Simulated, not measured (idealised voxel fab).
process module | voxel transistor to metal
cross-section cut | 275 nm wide | cells 5 nm
A cross-section is a grid of square cells, given in bands from the top down. A band is one or more rows of cells.
Each band's line starts with the height of the band's top and of its bottom, in nm. Then come its materials from left to right, each with its width in nm. One material with "throughout" fills the band from edge to edge. "air" is empty space.
Height 0 is the level under which the wafer as received is all one material. The lowest band goes on downwards, as in "0 down".
A width such as "30 to 40" changes by the same amount from each row of cells to the next, from the band's top row to its bottom row.
"no change" after a step means that no cell of the cross-section changed.
closed voids: empty space of 8 cells or more with no open way to the top, each as width x height at its distance from the left edge, in nm
after a step's settings: what the simulator itself notes on the step
overlay nm, on a step with a mask: how far to the right of its planned place the mask lay; to the left if negative
plan
1 op RECEIVE | material Si
2 op OXIDIZE | depth nm 5
3 op CONFORMAL_DEP | material SiN | thk nm 15
4 op DIRECTIONAL_DEP | material aC | thk nm 15
5 op PATTERN | tone cover | mask id ACTIVE | material resist | width nm 95 | pitch nm 130 | thk nm 30 | overlay nm 0
6 op DIRECTIONAL_ETCH | etch materials aC | depth nm 15
7 op STRIP | etch materials resist
8 op DIRECTIONAL_ETCH | etch materials SiN | depth nm 15
9 op DIRECTIONAL_ETCH | etch materials SiO2 | depth nm 5
10 op DIRECTIONAL_ETCH | etch materials Si | depth nm 25
11 op STRIP | etch materials aC
12 op FILL_DEP | material SiO2 | thk nm 10
13 op CMP | height nm 15
14 op SELECTIVE_ETCH | etch materials SiO2 | depth nm 5
15 op STRIP | etch materials SiN
16 op SELECTIVE_ETCH | etch materials SiO2 | depth nm 5
17 op OXIDIZE | depth nm 5
18 op DIRECTIONAL_DEP | material polySi | thk nm 30
19 op DIRECTIONAL_DEP | material SiCN | thk nm 15
20 op DIRECTIONAL_DEP | material aC | thk nm 10
21 op PATTERN | tone cover | mask id GATE | material resist | width nm 25 | pitch nm 130 | thk nm 30 | overlay nm 0
22 op DIRECTIONAL_ETCH | etch materials aC | depth nm 10
23 op STRIP | etch materials resist
24 op DIRECTIONAL_ETCH | etch materials SiCN | depth nm 25
25 op DIRECTIONAL_ETCH | etch materials polySi | depth nm 40
26 op STRIP | etch materials aC
27 op CONFORMAL_DEP | material SiN | thk nm 5
28 op DIRECTIONAL_ETCH | etch materials SiN | depth nm 5
29 op DIRECTIONAL_ETCH | etch materials SiO2 | depth nm 5
30 op DIRECTIONAL_ETCH | etch materials Si | depth nm 15
31 op EPI | material pSi | thk nm 20
32 op FILL_DEP | material SiO2 | thk nm 5
33 op CMP | height nm 40
34 op DIRECTIONAL_DEP | material SiO2 | thk nm 15
35 op PATTERN | tone open | mask id CONTACT | material resist | width nm 30 | pitch nm 65 | thk nm 15 | overlay nm 0
36 op DIRECTIONAL_ETCH | etch materials SiO2 | depth nm 60
37 op STRIP | etch materials resist
38 op CONFORMAL_DEP | material TiN | thk nm 5
39 op FILL_DEP | material W | thk nm 5
40 op CMP | height nm 55
41 op DIRECTIONAL_DEP | material TiN | thk nm 5
42 op DIRECTIONAL_DEP | material W | thk nm 25
43 op MASKED_ETCH | tone cover | mask id METAL_1 | width nm 15 | etch materials W | depth nm 25 | overlay nm 0
44 op MASKED_ETCH | tone cover | mask id METAL_1 | width nm 15 | etch materials TiN | depth nm 5 | overlay nm 0
45 op CONFORMAL_DEP | material SiCN | thk nm 5
46 op FILL_DEP | material SiO2 | thk nm 5
47 op CMP | height nm 85
48 op CONFORMAL_DEP | material SiN | thk nm 5
varied across the wafers: width nm of step 5. The plan shows the first wafer's value. All wafers start alike
first wafer as received, after step 1
  0 down: Si throughout
  closed voids: none
each wafer at the end: cells of each material gained (+) or lost (-) since it was received, then its closed voids
width nm 95 | -250 Si | +113 SiCN | +99 SiN | +512 SiO2 | +124 TiN | +188 W | +144 pSi | +60 polySi | closed voids: none
width nm 100 | -248 Si | +113 SiCN | +99 SiN | +502 SiO2 | +124 TiN | +188 W | +152 pSi | +60 polySi | closed voids: none
width nm 105 | -246 Si | +113 SiCN | +99 SiN | +492 SiO2 | +124 TiN | +188 W | +160 pSi | +60 polySi | closed voids: none
width nm 110 | -244 Si | +113 SiCN | +99 SiN | +482 SiO2 | +124 TiN | +188 W | +168 pSi | +60 polySi | closed voids: none
width nm 115 | -242 Si | +113 SiCN | +99 SiN | +472 SiO2 | +124 TiN | +188 W | +176 pSi | +60 polySi | closed voids: none
